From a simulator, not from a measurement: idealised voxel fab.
process module | voxel capacitor over wiring
cross-section cut | 240 nm wide | cells 5 nm
A cross-section is a grid of square cells, given in bands from the top down. A band is one or more rows of cells.
Each band's line starts with the height of the band's top and of its bottom, in nm. Then come its materials from left to right, each with its width in nm. One material with "throughout" fills the band from edge to edge. "air" is empty space.
Height 0 is the level under which the wafer as received is all one material. The lowest band goes on downwards, as in "0 down".
A width such as "30 to 40" changes by the same amount from each row of cells to the next, from the band's top row to its bottom row.
"no change" after a step means that no cell of the cross-section changed.
closed voids: empty space of 8 cells or more with no open way to the top, each as width x height at its distance from the left edge, in nm
after a step's settings: what the simulator itself notes on the step
overlay nm, on a step with a mask: how far to the right of its planned place the mask lay; to the left if negative
plan
1 op RECEIVE | material Si
2 op CONFORMAL_DEP | material SiO2 | thk nm 15
3 op CONFORMAL_DEP | material SiN | thk nm 5
4 op DIRECTIONAL_DEP | material SiO2 | thk nm 15
5 op MASKED_ETCH | tone open | mask id METAL_1 | width nm 20 | pitch nm 70 | etch materials SiO2 | depth nm 15 | overlay nm 0
6 op MASKED_ETCH | tone open | mask id METAL_1 | width nm 20 | pitch nm 70 | etch materials SiN | depth nm 5 | overlay nm 0
7 op CONFORMAL_DEP | material TiN | thk nm 5
8 op FILL_DEP | material W | thk nm 5
9 op CMP | height nm 35
10 op CONFORMAL_DEP | material SiCN | thk nm 5
11 op DIRECTIONAL_DEP | material SiO2 | thk nm 10
12 op PATTERN | tone open | mask id PLUG_1 | material resist | width nm 15 | thk nm 20 | overlay nm 0
13 op DIRECTIONAL_ETCH | etch materials SiO2 | depth nm 10
14 op DIRECTIONAL_ETCH | etch materials SiCN | depth nm 5
15 op STRIP | etch materials resist
16 op CONFORMAL_DEP | material TiN | thk nm 5
17 op FILL_DEP | material Cu | thk nm 5
18 op CMP | height nm 50
19 op DIRECTIONAL_DEP | material TiN | thk nm 5
20 op DIRECTIONAL_DEP | material Al2O3 | thk nm 5
21 op DIRECTIONAL_DEP | material TiN | thk nm 5
22 op MASKED_ETCH | tone cover | mask id UPPER_PLATE | width nm 55 | etch materials TiN | depth nm 5 | overlay nm 0
23 op MASKED_ETCH | tone cover | mask id UPPER_PLATE | width nm 55 | etch materials Al2O3 | depth nm 5 | overlay nm 0
24 op DIRECTIONAL_DEP | material aC | thk nm 15
25 op PATTERN | tone cover | mask id LOWER_PLATE | material resist | width nm 65 | thk nm 35 | overlay nm 0
26 op DIRECTIONAL_ETCH | etch materials aC | depth nm 15
27 op STRIP | etch materials resist
28 op DIRECTIONAL_ETCH | etch materials TiN | depth nm 5
29 op STRIP | etch materials aC
30 op FILL_DEP | material SiO2 | thk nm 20
31 op CMP | height nm 80
32 op MASKED_ETCH | tone open | mask id PLUG_2 | width nm 15 | etch materials SiO2 | depth nm 15 | overlay nm 0
33 op CONFORMAL_DEP | material TiN | thk nm 5
34 op FILL_DEP | material Cu | thk nm 5
35 op CMP | height nm 80
36 op CONFORMAL_DEP | material SiN | thk nm 5
first wafer, as planned
as received, after step 1
  0 down: Si throughout
  closed voids: none
after step 2
  15 to 0: SiO2 throughout
  below 0: unchanged
after step 3
  20 to 15: SiN throughout
  below 15: unchanged
after step 4
  35 to 20: SiO2 throughout
  below 20: unchanged
after step 5
  35 to 20: SiO2 75 | air 20 | SiO2 50 | air 20 | SiO2 75
  below 20: unchanged
after step 6
  35 to 20: SiO2 75 | air 20 | SiO2 50 | air 20 | SiO2 75
  20 to 15: SiN 75 | air 20 | SiN 50 | air 20 | SiN 75
  below 15: unchanged
after step 7
  40 to 35: TiN 80 | air 10 | TiN 60 | air 10 | TiN 80
  35 to 20: SiO2 75 | TiN 5 | air 10 | TiN 5 | SiO2 50 | TiN 5 | air 10 | TiN 5 | SiO2 75
  20 to 15: SiN 75 | TiN 20 | SiN 50 | TiN 20 | SiN 75
  below 15: unchanged
after step 8
  45 to 40: W throughout
  40 to 35: TiN 80 | W 10 | TiN 60 | W 10 | TiN 80
  35 to 20: SiO2 75 | TiN 5 | W 10 | TiN 5 | SiO2 50 | TiN 5 | W 10 | TiN 5 | SiO2 75
  below 20: unchanged
after step 9
  35 to 20: SiO2 75 | TiN 5 | W 10 | TiN 5 | SiO2 50 | TiN 5 | W 10 | TiN 5 | SiO2 75
  below 20: unchanged
after step 10
  40 to 35: SiCN throughout
  below 35: unchanged
after step 11
  50 to 40: SiO2 throughout
  below 40: unchanged
after step 12
  70 to 50: resist 80 | air 15 | resist 145
  below 50: unchanged
after step 13
  70 to 50: resist 80 | air 15 | resist 145
  50 to 40: SiO2 80 | air 15 | SiO2 145
  below 40: unchanged
after step 14
  70 to 50: resist 80 | air 15 | resist 145
  50 to 40: SiO2 80 | air 15 | SiO2 145
  40 to 35: SiCN 80 | air 15 | SiCN 145
  below 35: unchanged
after step 15
  50 to 40: SiO2 80 | air 15 | SiO2 145
  below 40: unchanged
after step 16
  55 to 50: TiN 85 | air 5 | TiN 150
  50 to 40: SiO2 80 | TiN 5 | air 5 | TiN 5 | SiO2 145
  40 to 35: SiCN 80 | TiN 15 | SiCN 145
  below 35: unchanged
after step 17
  60 to 55: Cu throughout
  55 to 50: TiN 85 | Cu 5 | TiN 150
  50 to 40: SiO2 80 | TiN 5 | Cu 5 | TiN 5 | SiO2 145
  below 40: unchanged
after step 18
  50 to 40: SiO2 80 | TiN 5 | Cu 5 | TiN 5 | SiO2 145
  below 40: unchanged
after step 19
  55 to 50: TiN throughout
  below 50: unchanged
after step 20
  60 to 55: Al2O3 throughout
  below 55: unchanged
after step 21
  65 to 60: TiN throughout
  below 60: unchanged
after step 22
  65 to 60: air 80 | TiN 55 | air 105
  below 60: unchanged
after step 23
  65 to 60: air 80 | TiN 55 | air 105
  60 to 55: air 80 | Al2O3 55 | air 105
  below 55: unchanged
after step 24
  80 to 70: air 80 | aC 55 | air 105
  70 to 65: aC throughout
  65 to 60: aC 80 | TiN 55 | aC 105
  60 to 55: aC 80 | Al2O3 55 | aC 105
  below 55: unchanged
after step 25
  115 to 80: air 75 | resist 65 | air 100
  80 to 70: air 75 | resist 5 | aC 55 | resist 5 | air 100
  below 70: unchanged
after step 26
  100 to 80: air 75 | resist 65 | air 100
  80 to 70: air 75 | resist 5 | aC 55 | resist 5 | air 100
  70 to 65: air 75 | aC 65 | air 100
  65 to 60: air 75 | aC 5 | TiN 55 | aC 5 | air 100
  60 to 55: air 75 | aC 5 | Al2O3 55 | aC 5 | air 100
  below 55: unchanged
after step 27
  80 to 70: air 80 | aC 55 | air 105
  below 70: unchanged
after step 28
  80 to 70: air 80 | aC 55 | air 105
  70 to 65: air 75 | aC 65 | air 100
  65 to 60: air 75 | aC 5 | TiN 55 | aC 5 | air 100
  60 to 55: air 75 | aC 5 | Al2O3 55 | aC 5 | air 100
  55 to 50: air 75 | TiN 65 | air 100
  below 50: unchanged
after step 29
  65 to 60: air 80 | TiN 55 | air 105
  60 to 55: air 80 | Al2O3 55 | air 105
  below 55: unchanged
after step 30
  85 to 65: SiO2 throughout
  65 to 60: SiO2 80 | TiN 55 | SiO2 105
  60 to 55: SiO2 80 | Al2O3 55 | SiO2 105
  55 to 50: SiO2 75 | TiN 65 | SiO2 100
  below 50: unchanged
after step 31
  80 to 65: SiO2 throughout
  below 65: unchanged
after step 32
  80 to 65: SiO2 90 | air 15 | SiO2 135
  below 65: unchanged
after step 33
  85 to 80: TiN 95 | air 5 | TiN 140
  80 to 70: SiO2 90 | TiN 5 | air 5 | TiN 5 | SiO2 135
  70 to 60: SiO2 90 to 80 | TiN 15 to 55 | SiO2 135 to 105
  below 60: unchanged
after step 34
  90 to 85: Cu throughout
  85 to 80: TiN 95 | Cu 5 | TiN 140
  80 to 70: SiO2 90 | TiN 5 | Cu 5 | TiN 5 | SiO2 135
  below 70: unchanged
after step 35
  80 to 70: SiO2 90 | TiN 5 | Cu 5 | TiN 5 | SiO2 135
  below 70: unchanged
after step 36
  85 to 80: SiN throughout
  below 80: unchanged
second wafer: like start, like plan, one mistake. Through step 9 it matches the first wafer
when step 10 should have ended
  40 to 35: SiO2 throughout
  below 35: unchanged
when step 11 should have ended
  50 to 35: SiO2 throughout
  below 35: unchanged
when step 12 should have ended
  70 to 50: resist 80 | air 15 | resist 145
  below 50: unchanged
when step 13 should have ended
  70 to 50: resist 80 | air 15 | resist 145
  50 to 40: SiO2 80 | air 15 | SiO2 145
  below 40: unchanged
when step 14 should have ended: no change
when step 15 should have ended
  50 to 40: SiO2 80 | air 15 | SiO2 145
  below 40: unchanged
when step 16 should have ended
  55 to 50: TiN 85 | air 5 | TiN 150
  50 to 45: SiO2 80 | TiN 5 | air 5 | TiN 5 | SiO2 145
  45 to 40: SiO2 80 | TiN 15 | SiO2 145
  below 40: unchanged
when step 17 should have ended
  60 to 55: Cu throughout
  55 to 50: TiN 85 | Cu 5 | TiN 150
  50 to 45: SiO2 80 | TiN 5 | Cu 5 | TiN 5 | SiO2 145
  below 45: unchanged
when step 18 should have ended
  50 to 45: SiO2 80 | TiN 5 | Cu 5 | TiN 5 | SiO2 145
  below 45: unchanged
when step 19 should have ended
  55 to 50: TiN throughout
  below 50: unchanged
when step 20 should have ended
  60 to 55: Al2O3 throughout
  below 55: unchanged
when step 21 should have ended
  65 to 60: TiN throughout
  below 60: unchanged
when step 22 should have ended
  65 to 60: air 80 | TiN 55 | air 105
  below 60: unchanged
when step 23 should have ended
  65 to 60: air 80 | TiN 55 | air 105
  60 to 55: air 80 | Al2O3 55 | air 105
  below 55: unchanged
when step 24 should have ended
  80 to 70: air 80 | aC 55 | air 105
  70 to 65: aC throughout
  65 to 60: aC 80 | TiN 55 | aC 105
  60 to 55: aC 80 | Al2O3 55 | aC 105
  below 55: unchanged
when step 25 should have ended
  115 to 80: air 75 | resist 65 | air 100
  80 to 70: air 75 | resist 5 | aC 55 | resist 5 | air 100
  below 70: unchanged
when step 26 should have ended
  100 to 80: air 75 | resist 65 | air 100
  80 to 70: air 75 | resist 5 | aC 55 | resist 5 | air 100
  70 to 65: air 75 | aC 65 | air 100
  65 to 60: air 75 | aC 5 | TiN 55 | aC 5 | air 100
  60 to 55: air 75 | aC 5 | Al2O3 55 | aC 5 | air 100
  below 55: unchanged
when step 27 should have ended
  80 to 70: air 80 | aC 55 | air 105
  below 70: unchanged
when step 28 should have ended
  80 to 70: air 80 | aC 55 | air 105
  70 to 65: air 75 | aC 65 | air 100
  65 to 60: air 75 | aC 5 | TiN 55 | aC 5 | air 100
  60 to 55: air 75 | aC 5 | Al2O3 55 | aC 5 | air 100
  55 to 50: air 75 | TiN 65 | air 100
  below 50: unchanged
when step 29 should have ended
  65 to 60: air 80 | TiN 55 | air 105
  60 to 55: air 80 | Al2O3 55 | air 105
  below 55: unchanged
when step 30 should have ended
  85 to 65: SiO2 throughout
  65 to 60: SiO2 80 | TiN 55 | SiO2 105
  60 to 55: SiO2 80 | Al2O3 55 | SiO2 105
  55 to 50: SiO2 75 | TiN 65 | SiO2 100
  below 50: unchanged
when step 31 should have ended
  80 to 65: SiO2 throughout
  below 65: unchanged
when step 32 should have ended
  80 to 65: SiO2 90 | air 15 | SiO2 135
  below 65: unchanged
when step 33 should have ended
  85 to 80: TiN 95 | air 5 | TiN 140
  80 to 70: SiO2 90 | TiN 5 | air 5 | TiN 5 | SiO2 135
  70 to 60: SiO2 90 to 80 | TiN 15 to 55 | SiO2 135 to 105
  below 60: unchanged
when step 34 should have ended
  90 to 85: Cu throughout
  85 to 80: TiN 95 | Cu 5 | TiN 140
  80 to 70: SiO2 90 | TiN 5 | Cu 5 | TiN 5 | SiO2 135
  below 70: unchanged
when step 35 should have ended
  80 to 70: SiO2 90 | TiN 5 | Cu 5 | TiN 5 | SiO2 135
  below 70: unchanged
when step 36 should have ended
  85 to 80: SiN throughout
  below 80: unchanged
what went wrong: step 10 ran as: op CONFORMAL_DEP | material SiO2 | thk nm 5
at the end the second wafer has, in cells: 1 fewer of Cu | 45 fewer of SiCN | 48 more of SiO2 | 2 fewer of TiN
